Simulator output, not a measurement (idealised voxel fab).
Process module heading - voxel gate over fins
cross-section cut | 240 nm wide | cells 5 nm
A cross-section is written here as square cells arranged in a grid, and it is given in bands from the top down, each band taking up one or more rows of cells.
First you get the band's top height and its bottom height, in nm, and then the materials it's made of, left to right, with each width in nm. If you see a single material with "everywhere", that one covers the band edge to edge. "empty" is empty space.
It should be noted that heights are counted from 0, beneath which the wafer as supplied is of one material throughout, and that the lowest band possesses no lower boundary but continues downward, as written in "top 0, no bottom".
A two-number width, for instance "30..40", indicates that the width is equal to the first number in the top row of the band and to the second number in the bottom row, and that it changes by a constant amount per row of cells.
"remained the same" (step): cross-section cells unchanged, all of them.
"Fully closed voids" specifies each empty space that is not open to the top and that occupies no fewer than 8 cells, using the form width x height at distance, the distance measured from the left edge and all three quantities in nm.
It should be noted that, on the line of a given step, the content following the step's settings is a remark produced by the simulator itself with respect to that step.
overlay nm: for a step with a mask, the amount by which the mask lay right of where it was planned; a negative amount means left of it.

### This section lists the process steps that were planned
- 1: RECEIVE | material Si
- 2: CONFORMAL_DEP | material SiN | thk nm 5
- 3: PATTERN | tone cover | mask id FINS | material resist | width nm 15 | pitch nm 60 | thk nm 15 | overlay nm 0
- 4: DIRECTIONAL_ETCH | etch materials SiN | depth nm 5
- 5: DIRECTIONAL_ETCH | etch materials Si | depth nm 35
- 6: STRIP | etch materials resist
- 7: OXIDIZE | depth nm 5
- 8: FILL_DEP | material SiO2 | thk nm 5
- 9: CMP | height nm 5
- 10: MASKED_ETCH | tone open | mask id RAIL | width nm 15 | etch materials SiO2 | depth nm 35 | overlay nm 0
- 11: CONFORMAL_DEP | material TiN | thk nm 5
- 12: FILL_DEP | material W | thk nm 5
- 13: CMP | height nm 5
- 14: SELECTIVE_ETCH | etch materials W Ru TiN | depth nm 25
- 15: FILL_DEP | material SiO2 | thk nm 5
- 16: CMP | height nm 5
- 17: SELECTIVE_ETCH | etch materials SiO2 | depth nm 20
- 18: STRIP | etch materials SiN
- 19: CONFORMAL_DEP | material HfO2 | thk nm 5
- 20: CONFORMAL_DEP | material TiN | thk nm 5
- 21: FILL_DEP | material W | thk nm 15
- 22: CMP | height nm 20
- 23: CONFORMAL_DEP | material SiN | thk nm 5

### Incoming wafer in cross-section (state: after step 1)
    top 0, no bottom: Si everywhere
    Fully closed voids: none

### What the wafer looks like in cross-section after this module, when it starts as shown above and follows the plan above but one mistake is made in running it
    top 25, bottom 20: SiN everywhere
    top 20, bottom 10: W everywhere
    top 10, bottom 5: W (45) | TiN (25) | W (35) | TiN (25) | W (35) | TiN (25) | W (50)
    top 5, bottom 0: W (45) | TiN (5) | HfO2 (15) | TiN (5) | W (35) | TiN (5) | HfO2 (15) | TiN (5) | W (35) | TiN (5) | HfO2 (15) | TiN (5) | W (50)
    top 0, bottom -5: W (45) | TiN (5) | HfO2 (5) | Si (5) | HfO2 (5) | TiN (5) | W (35) | TiN (5) | HfO2 (5) | Si (5) | HfO2 (5) | TiN (5) | W (35) | TiN (5) | HfO2 (5) | Si (5) | HfO2 (5) | TiN (5) | W (50)
    top -5, bottom -10: TiN (50) | HfO2 (5) | Si (5) | HfO2 (5) | TiN (45) | HfO2 (5) | Si (5) | HfO2 (5) | TiN (45) | HfO2 (5) | Si (5) | HfO2 (5) | TiN (55)
    top -10, bottom -15: HfO2 (55) | Si (5) | HfO2 (55) | Si (5) | HfO2 (55) | Si (5) | HfO2 (60)
    top -15, bottom -20: SiO2 (55) | Si (5) | SiO2 (55) | Si (5) | SiO2 (55) | Si (5) | SiO2 (60)
    top -20, bottom -25: SiO2 (55) | Si (5) | SiO2 (20) | TiN (5) | W (5) | TiN (5) | SiO2 (20) | Si (5) | SiO2 (55) | Si (5) | SiO2 (60)
    top -25, bottom -30: SiO2 (55) | Si (5) | SiO2 (20) | TiN (15) | SiO2 (20) | Si (5) | SiO2 (55) | Si (5) | SiO2 (60)
    top -30, bottom -50: SiO2 (55) | Si (5) | SiO2 (55) | Si (5) | SiO2 (55) | Si (5) | SiO2 (60)
    top -50, no bottom: Si everywhere
    Fully closed voids: none
Finding, execution versus plan: step 5 changed vs plan, executed as DIRECTIONAL_ETCH | etch materials Si | depth nm 45
